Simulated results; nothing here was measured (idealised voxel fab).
Process module under the name voxel gate over fins
Section cut is 280 nm wide and gridded with 5 nm square cells.
Cross-sections here: square-cell grids, written as top-down lists of bands, a band being one or more rows of cells.
Band entry format. Leading values: height of top, height of bottom, nm. Remainder: materials in left-to-right order, each with its width in nm. Special words: "throughout" on a single material, which then fills the band edge to edge; "air", empty space.
Heights from 0 (as-received wafer is one material below). Bottom band endless downward, as "top 0, no bottom".
The expression "30..40" gives the width at the extremes of the band, the first number at its top row of cells and the second at its bottom row, with the width changing by equal amounts from each row to the next in between.
No cell of the cross-section changed in a step that is given as "identical to before".
"Closed internal cavities" lists enclosed empty spaces (at least 8 cells, no open path upward to the top), each as width x height at distance from the left edge, in nm.
It should be noted that, on the line of a given step, the content following the step's settings is a remark produced by the simulator itself with respect to that step.
A step's line can hold "overlay nm"; with a mask on that step, the setting says how far right of the planned place the mask lay, while a negative setting says it lay to the left.
Every pair from here on: before one process step, after it. The after cross-section reaches only to the lowest band that changed. Below the pair: the step in between and its settings. Pairs can belong to different runs of this module on the same starting wafer; a pair carries on from the pair above only if the entry headed "Before this step" says so.

### Before this step
* top 0, bottom -10 = air (75) / Si (5) / air (50) / Si (5) / air (50) / Si (5) / air (90)
* top -10, bottom -20 = SiO2 (75) / Si (5) / SiO2 (50) / Si (5) / SiO2 (50) / Si (5) / SiO2 (90)
* top -20, bottom -25 = SiO2 (75) / Si (5) / SiO2 (20) / TiN (5) / W (5) / TiN (5) / SiO2 (15) / Si (5) / SiO2 (50) / Si (5) / SiO2 (90)
* top -25, bottom -30 = SiO2 (75) / Si (5) / SiO2 (20) / TiN (15) / SiO2 (15) / Si (5) / SiO2 (50) / Si (5) / SiO2 (90)
* top -30, bottom -40 = SiO2 (75) / Si (5) / SiO2 (50) / Si (5) / SiO2 (50) / Si (5) / SiO2 (90)
* top -40, no bottom = Si throughout
* Closed internal cavities: none

### As Processed
* top 5, bottom 0 = air (70) / HfO2 (15) / air (40) / HfO2 (15) / air (40) / HfO2 (15) / air (85)
* top 0, bottom -5 = air (70) / HfO2 (5) / Si (5) / HfO2 (5) / air (40) / HfO2 (5) / Si (5) / HfO2 (5) / air (40) / HfO2 (5) / Si (5) / HfO2 (5) / air (85)
* top -5, bottom -10 = HfO2 (75) / Si (5) / HfO2 (50) / Si (5) / HfO2 (50) / Si (5) / HfO2 (90)
* Whatever lies below -10 is exactly as it was before.
* Closed internal cavities: none
Looking at the two cross-sections above, the step in the middle is op CONFORMAL_DEP | material HfO2 | thk nm 5

Before this step: The initial state for this step is given by the after cross-section of the immediately preceding pair.

### As Processed
* top 10, bottom 5 = air (65) / TiN (25) / air (30) / TiN (25) / air (30) / TiN (25) / air (80)
* top 5, bottom 0 = air (65) / TiN (5) / HfO2 (15) / TiN (5) / air (30) / TiN (5) / HfO2 (15) / TiN (5) / air (30) / TiN (5) / HfO2 (15) / TiN (5) / air (80)
* top 0, bottom -5 = TiN (70) / HfO2 (5) / Si (5) / HfO2 (5) / TiN (40) / HfO2 (5) / Si (5) / HfO2 (5) / TiN (40) / HfO2 (5) / Si (5) / HfO2 (5) / TiN (85)
* Whatever lies below -5 is exactly as it was before.
* Closed internal cavities: none
Looking at the two cross-sections above, the step in the middle is op CONFORMAL_DEP | material TiN | thk nm 5

Before this step: The initial state for this step is given by the after cross-section of the immediately preceding pair.

### As Processed
* top 15, bottom 10 = air (60) / TiAl (35) / air (20) / TiAl (35) / air (20) / TiAl (35) / air (75)
* top 10, bottom 5 = air (60) / TiAl (5) / TiN (25) / TiAl (5) / air (20) / TiAl (5) / TiN (25) / TiAl (5) / air (20) / TiAl (5) / TiN (25) / TiAl (5) / air (75)
* top 5, bottom 0 = TiAl (65) / TiN (5) / HfO2 (15) / TiN (5) / TiAl (30) / TiN (5) / HfO2 (15) / TiN (5) / TiAl (30) / TiN (5) / HfO2 (15) / TiN (5) / TiAl (80)
* Whatever lies below 0 is exactly as it was before.
* Closed internal cavities: none
Looking at the two cross-sections above, the step in the middle is op CONFORMAL_DEP | material TiAl | thk nm 5

Before this step: The initial state for this step is given by the after cross-section of the immediately preceding pair.

### As Processed
* top 20, bottom 15 = air (55) / TiN (45) / air (10) / TiN (45) / air (10) / TiN (45) / air (70)
* top 15, bottom 10 = air (55) / TiN (5) / TiAl (35) / TiN (5) / air (10) / TiN (5) / TiAl (35) / TiN (5) / air (10) / TiN (5) / TiAl (35) / TiN (5) / air (70)
* top 10, bottom 5 = TiN (60) / TiAl (5) / TiN (25) / TiAl (5) / TiN (20) / TiAl (5) / TiN (25) / TiAl (5) / TiN (20) / TiAl (5) / TiN (25) / TiAl (5) / TiN (75)
* Whatever lies below 5 is exactly as it was before.
* Closed internal cavities: none
Looking at the two cross-sections above, the step in the middle is op CONFORMAL_DEP | material TiN | thk nm 5

Before this step: The initial state for this step is given by the after cross-section of the immediately preceding pair.

### As Processed
* top 35, bottom 20 = W throughout
* top 20, bottom 15 = W (55) / TiN (45) / W (10) / TiN (45) / W (10) / TiN (45) / W (70)
* top 15, bottom 10 = W (55) / TiN (5) / TiAl (35) / TiN (5) / W (10) / TiN (5) / TiAl (35) / TiN (5) / W (10) / TiN (5) / TiAl (35) / TiN (5) / W (70)
* Whatever lies below 10 is exactly as it was before.
* Closed internal cavities: none
Looking at the two cross-sections above, the step in the middle is op FILL_DEP | material W | thk nm 15

Before this step: The initial state for this step is given by the after cross-section of the immediately preceding pair.

### As Processed
* top 30, bottom 20 = W throughout
* Whatever lies below 20 is exactly as it was before.
* Closed internal cavities: none
Looking at the two cross-sections above, the step in the middle is op CMP | height nm 30

Before this step: The initial state for this step is given by the after cross-section of the immediately preceding pair.

### As Processed
* top 35, bottom 30 = SiN throughout
* Whatever lies below 30 is exactly as it was before.
* Closed internal cavities: none
Looking at the two cross-sections above, the step in the middle is op CONFORMAL_DEP | material SiN | thk nm 5

### Before this step
* top 5, bottom 0 = SiO2 (75) / SiN (15) / SiO2 (10) / air (15) / SiO2 (15) / SiN (15) / SiO2 (40) / SiN (15) / SiO2 (80)
* top 0, bottom -30 = SiO2 (80) / Si (5) / SiO2 (15) / air (15) / SiO2 (20) / Si (5) / SiO2 (50) / Si (5) / SiO2 (85)
* top -30, bottom -40 = SiO2 (80) / Si (5) / SiO2 (50) / Si (5) / SiO2 (50) / Si (5) / SiO2 (85)
* top -40, no bottom = Si throughout
* Closed internal cavities: none

### As Processed
* top 10, bottom 5 = TiAl (105) / air (5) / TiAl (170)
* top 5, bottom 0 = SiO2 (75) / SiN (15) / SiO2 (10) / TiAl (5) / air (5) / TiAl (5) / SiO2 (15) / SiN (15) / SiO2 (40) / SiN (15) / SiO2 (80)
* top 0, bottom -25 = SiO2 (80) / Si (5) / SiO2 (15) / TiAl (5) / air (5) / TiAl (5) / SiO2 (20) / Si (5) / SiO2 (50) / Si (5) / SiO2 (85)
* top -25, bottom -30 = SiO2 (80) / Si (5) / SiO2 (15) / TiAl (15) / SiO2 (20) / Si (5) / SiO2 (50) / Si (5) / SiO2 (85)
* Whatever lies below -30 is exactly as it was before.
* Closed internal cavities: none
Looking at the two cross-sections above, the step in the middle is op CONFORMAL_DEP | material TiAl | thk nm 5

Before this step: The initial state for this step is given by the after cross-section of the immediately preceding pair.

### As Processed
* top 15, bottom 10 = W throughout
* top 10, bottom 5 = TiAl (105) / W (5) / TiAl (170)
* top 5, bottom 0 = SiO2 (75) / SiN (15) / SiO2 (10) / TiAl (5) / W (5) / TiAl (5) / SiO2 (15) / SiN (15) / SiO2 (40) / SiN (15) / SiO2 (80)
* top 0, bottom -25 = SiO2 (80) / Si (5) / SiO2 (15) / TiAl (5) / W (5) / TiAl (5) / SiO2 (20) / Si (5) / SiO2 (50) / Si (5) / SiO2 (85)
* Whatever lies below -25 is exactly as it was before.
* Closed internal cavities: none
Looking at the two cross-sections above, the step in the middle is op FILL_DEP | material W | thk nm 5

Before this step: The initial state for this step is given by the after cross-section of the immediately preceding pair.

### As Processed
* top 5, bottom 0 = SiO2 (75) / SiN (15) / SiO2 (10) / TiAl (5) / W (5) / TiAl (5) / SiO2 (15) / SiN (15) / SiO2 (40) / SiN (15) / SiO2 (80)
* Whatever lies below 0 is exactly as it was before.
* Closed internal cavities: none
Looking at the two cross-sections above, the step in the middle is op CMP | height nm 5

Before this step: The initial state for this step is given by the after cross-section of the immediately preceding pair.

### As Processed
* top 5, bottom 0 = SiO2 (75) / SiN (15) / SiO2 (10) / TiAl (5) / air (5) / TiAl (5) / SiO2 (15) / SiN (15) / SiO2 (40) / SiN (15) / SiO2 (80)
* top 0, bottom -20 = SiO2 (80) / Si (5) / SiO2 (15) / TiAl (5) / air (5) / TiAl (5) / SiO2 (20) / Si (5) / SiO2 (50) / Si (5) / SiO2 (85)
* Whatever lies below -20 is exactly as it was before.
* Closed internal cavities: none
Looking at the two cross-sections above, the step in the middle is op SELECTIVE_ETCH | etch materials W Ru TiN | depth nm 25

Before this step: The initial state for this step is given by the after cross-section of the immediately preceding pair.

### As Processed
* top 10, bottom 5 = SiO2 throughout
* top 5, bottom 0 = SiO2 (75) / SiN (15) / SiO2 (10) / TiAl (5) / SiO2 (5) / TiAl (5) / SiO2 (15) / SiN (15) / SiO2 (40) / SiN (15) / SiO2 (80)
* top 0, bottom -20 = SiO2 (80) / Si (5) / SiO2 (15) / TiAl (5) / SiO2 (5) / TiAl (5) / SiO2 (20) / Si (5) / SiO2 (50) / Si (5) / SiO2 (85)
* Whatever lies below -20 is exactly as it was before.
* Closed internal cavities: none
Looking at the two cross-sections above, the step in the middle is op FILL_DEP | material SiO2 | thk nm 5

Before this step: The initial state for this step is given by the after cross-section of the immediately preceding pair.

### As Processed
* top 5, bottom 0 = SiO2 (75) / SiN (15) / SiO2 (10) / TiAl (5) / SiO2 (5) / TiAl (5) / SiO2 (15) / SiN (15) / SiO2 (40) / SiN (15) / SiO2 (80)
* Whatever lies below 0 is exactly as it was before.
* Closed internal cavities: none
Looking at the two cross-sections above, the step in the middle is op CMP | height nm 5

Before this step: The initial state for this step is given by the after cross-section of the immediately preceding pair.

### As Processed
* top 5, bottom 0 = air (75) / SiN (15) / air (10) / TiAl (5) / air (5) / TiAl (5) / air (15) / SiN (15) / air (40) / SiN (15) / air (80)
* top 0, bottom -10 = air (80) / Si (5) / air (15) / TiAl (5) / air (5) / TiAl (5) / air (20) / Si (5) / air (50) / Si (5) / air (85)
* Whatever lies below -10 is exactly as it was before.
* Closed internal cavities: none
Looking at the two cross-sections above, the step in the middle is op SELECTIVE_ETCH | etch materials SiO2 | depth nm 15

Before this step: The initial state for this step is given by the after cross-section of the immediately preceding pair.

### As Processed
* top 5, bottom 0 = air (100) / TiAl (5) / air (5) / TiAl (5) / air (165)
* Whatever lies below 0 is exactly as it was before.
* Closed internal cavities: none
Looking at the two cross-sections above, the step in the middle is op STRIP | etch materials SiN

Before this step: The initial state for this step is given by the after cross-section of the immediately preceding pair.

### As Processed
* top 10, bottom 5 = air (95) / HfO2 (25) / air (160)
* top 5, bottom 0 = air (75) / HfO2 (15) / air (5) / HfO2 (5) / TiAl (5) / HfO2 (5) / TiAl (5) / HfO2 (5) / air (10) / HfO2 (15) / air (40) / HfO2 (15) / air (80)
* top 0, bottom -5 = air (75) / HfO2 (5) / Si (5) / HfO2 (5) / air (5) / HfO2 (5) / TiAl (5) / HfO2 (5) / TiAl (5) / HfO2 (5) / air (10) / HfO2 (5) / Si (5) / HfO2 (5) / air (40) / HfO2 (5) / Si (5) / HfO2 (5) / air (80)
* top -5, bottom -10 = HfO2 (80) / Si (5) / HfO2 (15) / TiAl (5) / HfO2 (5) / TiAl (5) / HfO2 (20) / Si (5) / HfO2 (50) / Si (5) / HfO2 (85)
* Whatever lies below -10 is exactly as it was before.
* Closed internal cavities: none
Looking at the two cross-sections above, the step in the middle is op CONFORMAL_DEP | material HfO2 | thk nm 5

Before this step: The initial state for this step is given by the after cross-section of the immediately preceding pair.

### As Processed
* top 15, bottom 10 = air (90) / TiN (35) / air (155)
* top 10, bottom 5 = air (70) / TiN (25) / HfO2 (25) / TiN (30) / air (30) / TiN (25) / air (75)
* top 5, bottom 0 = air (70) / TiN (5) / HfO2 (15) / TiN (5) / HfO2 (5) / TiAl (5) / HfO2 (5) / TiAl (5) / HfO2 (5) / TiN (10) / HfO2 (15) / TiN (5) / air (30) / TiN (5) / HfO2 (15) / TiN (5) / air (75)
* top 0, bottom -5 = TiN (75) / HfO2 (5) / Si (5) / HfO2 (5) / TiN (5) / HfO2 (5) / TiAl (5) / HfO2 (5) / TiAl (5) / HfO2 (5) / TiN (10) / HfO2 (5) / Si (5) / HfO2 (5) / TiN (40) / HfO2 (5) / Si (5) / HfO2 (5) / TiN (80)
* Whatever lies below -5 is exactly as it was before.
* Closed internal cavities: none
Looking at the two cross-sections above, the step in the middle is op CONFORMAL_DEP | material TiN | thk nm 5

Before this step: The initial state for this step is given by the after cross-section of the immediately preceding pair.

### As Processed
* top 20, bottom 15 = air (85) / TiAl (45) / air (150)
* top 15, bottom 10 = air (65) / TiAl (25) / TiN (35) / TiAl (30) / air (20) / TiAl (35) / air (70)
* top 10, bottom 5 = air (65) / TiAl (5) / TiN (25) / HfO2 (25) / TiN (30) / TiAl (5) / air (20) / TiAl (5) / TiN (25) / TiAl (5) / air (70)
* top 5, bottom 0 = TiAl (70) / TiN (5) / HfO2 (15) / TiN (5) / HfO2 (5) / TiAl (5) / HfO2 (5) / TiAl (5) / HfO2 (5) / TiN (10) / HfO2 (15) / TiN (5) / TiAl (30) / TiN (5) / HfO2 (15) / TiN (5) / TiAl (75)
* Whatever lies below 0 is exactly as it was before.
* Closed internal cavities: none
Looking at the two cross-sections above, the step in the middle is op CONFORMAL_DEP | material TiAl | thk nm 5

Before this step: The initial state for this step is given by the after cross-section of the immediately preceding pair.

### As Processed
* top 25, bottom 20 = air (80) / TiN (55) / air (145)
* top 20, bottom 15 = air (60) / TiN (25) / TiAl (45) / TiN (30) / air (10) / TiN (45) / air (65)
* top 15, bottom 10 = air (60) / TiN (5) / TiAl (25) / TiN (35) / TiAl (30) / TiN (5) / air (10) / TiN (5) / TiAl (35) / TiN (5) / air (65)
* top 10, bottom 5 = TiN (65) / TiAl (5) / TiN (25) / HfO2 (25) / TiN (30) / TiAl (5) / TiN (20) / TiAl (5) / TiN (25) / TiAl (5) / TiN (70)
* Whatever lies below 5 is exactly as it was before.
* Closed internal cavities: none
Looking at the two cross-sections above, the step in the middle is op CONFORMAL_DEP | material TiN | thk nm 5

Before this step: The initial state for this step is given by the after cross-section of the immediately preceding pair.

### As Processed
* top 40, bottom 25 = W throughout
* top 25, bottom 20 = W (80) / TiN (55) / W (145)
* top 20, bottom 15 = W (60) / TiN (25) / TiAl (45) / TiN (30) / W (10) / TiN (45) / W (65)
* top 15, bottom 10 = W (60) / TiN (5) / TiAl (25) / TiN (35) / TiAl (30) / TiN (5) / W (10) / TiN (5) / TiAl (35) / TiN (5) / W (65)
* Whatever lies below 10 is exactly as it was before.
* Closed internal cavities: none
Looking at the two cross-sections above, the step in the middle is op FILL_DEP | material W | thk nm 15

Before this step: The initial state for this step is given by the after cross-section of the immediately preceding pair.

### As Processed
* top 30, bottom 25 = W throughout
* Whatever lies below 25 is exactly as it was before.
* Closed internal cavities: none
Looking at the two cross-sections above, the step in the middle is op CMP | height nm 30

Before this step: The initial state for this step is given by the after cross-section of the immediately preceding pair.

### As Processed
* top 35, bottom 30 = SiN throughout
* Whatever lies below 30 is exactly as it was before.
* Closed internal cavities: none
Looking at the two cross-sections above, the step in the middle is op CONFORMAL_DEP | material SiN | thk nm 5

### Before this step
* top 5, bottom 0 = SiN throughout
* top 0, no bottom = Si throughout
* Closed internal cavities: none

### As Processed
* top 20, bottom 5 = resist (75) / air (15) / resist (40) / air (15) / resist (40) / air (15) / resist (80)
* Whatever lies below 5 is exactly as it was before.
* Closed internal cavities: none
Looking at the two cross-sections above, the step in the middle is op PATTERN | tone open | mask id FINS | material resist | width nm 15 | pitch nm 55 | thk nm 15 | overlay nm 0

Before this step: The initial state for this step is given by the after cross-section of the immediately preceding pair.

### As Processed
* top 20, bottom 5 = resist (75) / air (15) / resist (40) / air (15) / resist (40) / air (15) / resist (80)
* top 5, bottom 0 = SiN (75) / air (15) / SiN (40) / air (15) / SiN (40) / air (15) / SiN (80)
* Whatever lies below 0 is exactly as it was before.
* Closed internal cavities: none
Looking at the two cross-sections above, the step in the middle is op DIRECTIONAL_ETCH | etch materials SiN | depth nm 5

Before this step: The initial state for this step is given by the after cross-section of the immediately preceding pair.

### As Processed
* top 20, bottom 5 = resist (75) / air (15) / resist (40) / air (15) / resist (40) / air (15) / resist (80)
* top 5, bottom 0 = SiN (75) / air (15) / SiN (40) / air (15) / SiN (40) / air (15) / SiN (80)
* top 0, bottom -35 = Si (75) / air (15) / Si (40) / air (15) / Si (40) / air (15) / Si (80)
* Whatever lies below -35 is exactly as it was before.
* Closed internal cavities: none
Looking at the two cross-sections above, the step in the middle is op DIRECTIONAL_ETCH | etch materials Si | depth nm 35

Before this step: The initial state for this step is given by the after cross-section of the immediately preceding pair.

### As Processed
* top 5, bottom 0 = SiN (75) / air (15) / SiN (40) / air (15) / SiN (40) / air (15) / SiN (80)
* Whatever lies below 0 is exactly as it was before.
* Closed internal cavities: none
Looking at the two cross-sections above, the step in the middle is op STRIP | etch materials resist

Before this step: The initial state for this step is given by the after cross-section of the immediately preceding pair.

### As Processed
* top 5, bottom 0 = SiN (75) / air (15) / SiN (40) / air (15) / SiN (40) / air (15) / SiN (80)
* top 0, bottom -35 = Si (70) / SiO2 (5) / air (15) / SiO2 (5) / Si (30) / SiO2 (5) / air (15) / SiO2 (5) / Si (30) / SiO2 (5) / air (15) / SiO2 (5) / Si (75)
* top -35, bottom -40 = Si (70) / SiO2 (25) / Si (30) / SiO2 (25) / Si (30) / SiO2 (25) / Si (75)
* Whatever lies below -40 is exactly as it was before.
* Closed internal cavities: none
Looking at the two cross-sections above, the step in the middle is op OXIDIZE | depth nm 5

Before this step: The initial state for this step is given by the after cross-section of the immediately preceding pair.

### As Processed
* top 20, bottom 5 = SiO2 throughout
* top 5, bottom 0 = SiN (75) / SiO2 (15) / SiN (40) / SiO2 (15) / SiN (40) / SiO2 (15) / SiN (80)
* top 0, bottom -40 = Si (70) / SiO2 (25) / Si (30) / SiO2 (25) / Si (30) / SiO2 (25) / Si (75)
* Whatever lies below -40 is exactly as it was before.
* Closed internal cavities: none
Looking at the two cross-sections above, the step in the middle is op FILL_DEP | material SiO2 | thk nm 15

Before this step: The initial state for this step is given by the after cross-section of the immediately preceding pair.

### As Processed
* top 5, bottom 0 = SiN (75) / SiO2 (15) / SiN (40) / SiO2 (15) / SiN (40) / SiO2 (15) / SiN (80)
* Whatever lies below 0 is exactly as it was before.
* Closed internal cavities: none
Looking at the two cross-sections above, the step in the middle is op CMP | height nm 5

Before this step: The initial state for this step is given by the after cross-section of the immediately preceding pair.

### As Processed
* top 15, bottom 5 = aC throughout
* Whatever lies below 5 is exactly as it was before.
* Closed internal cavities: none
Looking at the two cross-sections above, the step in the middle is op DIRECTIONAL_DEP | material aC | thk nm 10

Before this step: The initial state for this step is given by the after cross-section of the immediately preceding pair.

### As Processed
* top 40, bottom 15 = resist (100) / air (15) / resist (165)
* Whatever lies below 15 is exactly as it was before.
* Closed internal cavities: none
Looking at the two cross-sections above, the step in the middle is op PATTERN | tone open | mask id RAIL | material resist | width nm 15 | thk nm 25 | overlay nm 0

Before this step: The initial state for this step is given by the after cross-section of the immediately preceding pair.

### As Processed
* top 30, bottom 15 = resist (100) / air (15) / resist (165)
* top 15, bottom 5 = aC (100) / air (15) / aC (165)
* Whatever lies below 5 is exactly as it was before.
* Closed internal cavities: none
Looking at the two cross-sections above, the step in the middle is op DIRECTIONAL_ETCH | etch materials aC | depth nm 10

Before this step: The initial state for this step is given by the after cross-section of the immediately preceding pair.

### As Processed
* top 15, bottom 5 = aC (100) / air (15) / aC (165)
* Whatever lies below 5 is exactly as it was before.
* Closed internal cavities: none
Looking at the two cross-sections above, the step in the middle is op STRIP | etch materials resist

Before this step: The initial state for this step is given by the after cross-section of the immediately preceding pair.

### As Processed
* top 5, bottom 0 = SiN (75) / SiO2 (15) / SiN (40) / SiO2 (15) / SiN (40) / SiO2 (15) / SiN (80)
* Whatever lies below 0 is exactly as it was before.
* Closed internal cavities: none
Looking at the two cross-sections above, the step in the middle is op STRIP | etch materials aC

Before this step: The initial state for this step is given by the after cross-section of the immediately preceding pair.

### As Processed
* top 10, bottom 5 = TiN throughout
* Whatever lies below 5 is exactly as it was before.
* Closed internal cavities: none
Looking at the two cross-sections above, the step in the middle is op CONFORMAL_DEP | material TiN | thk nm 5

Before this step: The initial state for this step is given by the after cross-section of the immediately preceding pair.

### As Processed
* top 15, bottom 10 = W throughout
* Whatever lies below 10 is exactly as it was before.
* Closed internal cavities: none
Looking at the two cross-sections above, the step in the middle is op FILL_DEP | material W | thk nm 5

Before this step: The initial state for this step is given by the after cross-section of the immediately preceding pair.

### As Processed
* top 5, bottom 0 = SiN (75) / SiO2 (15) / SiN (40) / SiO2 (15) / SiN (40) / SiO2 (15) / SiN (80)
* Whatever lies below 0 is exactly as it was before.
* Closed internal cavities: none
Looking at the two cross-sections above, the step in the middle is op CMP | height nm 5

Before this step: The initial state for this step is given by the after cross-section of the immediately preceding pair.

### As Processed
* top 10, bottom 5 = SiO2 throughout
* Whatever lies below 5 is exactly as it was before.
* Closed internal cavities: none
Looking at the two cross-sections above, the step in the middle is op FILL_DEP | material SiO2 | thk nm 5

Before this step: The initial state for this step is given by the after cross-section of the immediately preceding pair.

### As Processed
* top 5, bottom 0 = SiN (75) / SiO2 (15) / SiN (40) / SiO2 (15) / SiN (40) / SiO2 (15) / SiN (80)
* Whatever lies below 0 is exactly as it was before.
* Closed internal cavities: none
Looking at the two cross-sections above, the step in the middle is op CMP | height nm 5

Before this step: The initial state for this step is given by the after cross-section of the immediately preceding pair.

### As Processed
* top 5, bottom 0 = SiN (75) / air (15) / SiN (40) / air (15) / SiN (40) / air (15) / SiN (80)
* top 0, bottom -10 = Si (70) / air (25) / Si (30) / air (25) / Si (30) / air (25) / Si (75)
* Whatever lies below -10 is exactly as it was before.
* Closed internal cavities: none
Looking at the two cross-sections above, the step in the middle is op SELECTIVE_ETCH | etch materials SiO2 | depth nm 15

Before this step: The initial state for this step is given by the after cross-section of the immediately preceding pair.

### As Processed
* top 0, bottom -10 = Si (70) / air (25) / Si (30) / air (25) / Si (30) / air (25) / Si (75)
* Whatever lies below -10 is exactly as it was before.
* Closed internal cavities: none
Looking at the two cross-sections above, the step in the middle is op STRIP | etch materials SiN

Before this step: The initial state for this step is given by the after cross-section of the immediately preceding pair.

### As Processed
* top 5, bottom 0 = HfO2 (75) / air (15) / HfO2 (40) / air (15) / HfO2 (40) / air (15) / HfO2 (80)
* top 0, bottom -5 = Si (70) / HfO2 (5) / air (15) / HfO2 (5) / Si (30) / HfO2 (5) / air (15) / HfO2 (5) / Si (30) / HfO2 (5) / air (15) / HfO2 (5) / Si (75)
* top -5, bottom -10 = Si (70) / HfO2 (25) / Si (30) / HfO2 (25) / Si (30) / HfO2 (25) / Si (75)
* Whatever lies below -10 is exactly as it was before.
* Closed internal cavities: none
Looking at the two cross-sections above, the step in the middle is op CONFORMAL_DEP | material HfO2 | thk nm 5

Before this step: The initial state for this step is given by the after cross-section of the immediately preceding pair.

### As Processed
* top 10, bottom 5 = TiN (80) / air (5) / TiN (50) / air (5) / TiN (50) / air (5) / TiN (85)
* top 5, bottom 0 = HfO2 (75) / TiN (5) / air (5) / TiN (5) / HfO2 (40) / TiN (5) / air (5) / TiN (5) / HfO2 (40) / TiN (5) / air (5) / TiN (5) / HfO2 (80)
* top 0, bottom -5 = Si (70) / HfO2 (5) / TiN (15) / HfO2 (5) / Si (30) / HfO2 (5) / TiN (15) / HfO2 (5) / Si (30) / HfO2 (5) / TiN (15) / HfO2 (5) / Si (75)
* Whatever lies below -5 is exactly as it was before.
* Closed internal cavities: none
Looking at the two cross-sections above, the step in the middle is op CONFORMAL_DEP | material TiN | thk nm 5

Before this step: The initial state for this step is given by the after cross-section of the immediately preceding pair.

### As Processed
* top 15, bottom 10 = TiAl throughout
* top 10, bottom 5 = TiN (80) / TiAl (5) / TiN (50) / TiAl (5) / TiN (50) / TiAl (5) / TiN (85)
* top 5, bottom 0 = HfO2 (75) / TiN (5) / TiAl (5) / TiN (5) / HfO2 (40) / TiN (5) / TiAl (5) / TiN (5) / HfO2 (40) / TiN (5) / TiAl (5) / TiN (5) / HfO2 (80)
* Whatever lies below 0 is exactly as it was before.
* Closed internal cavities: none
Looking at the two cross-sections above, the step in the middle is op CONFORMAL_DEP | material TiAl | thk nm 5

Before this step: The initial state for this step is given by the after cross-section of the immediately preceding pair.

### As Processed
* top 20, bottom 15 = TiN throughout
* Whatever lies below 15 is exactly as it was before.
* Closed internal cavities: none
Looking at the two cross-sections above, the step in the middle is op CONFORMAL_DEP | material TiN | thk nm 5

Before this step: The initial state for this step is given by the after cross-section of the immediately preceding pair.

### As Processed
* top 35, bottom 20 = W throughout
* Whatever lies below 20 is exactly as it was before.
* Closed internal cavities: none
Looking at the two cross-sections above, the step in the middle is op FILL_DEP | material W | thk nm 15

Before this step: The initial state for this step is given by the after cross-section of the immediately preceding pair.

### As Processed
* top 30, bottom 20 = W throughout
* Whatever lies below 20 is exactly as it was before.
* Closed internal cavities: none
Looking at the two cross-sections above, the step in the middle is op CMP | height nm 30

Before this step: The initial state for this step is given by the after cross-section of the immediately preceding pair.

### As Processed
* top 35, bottom 30 = SiN throughout
* Whatever lies below 30 is exactly as it was before.
* Closed internal cavities: none
Looking at the two cross-sections above, the step in the middle is op CONFORMAL_DEP | material SiN | thk nm 5
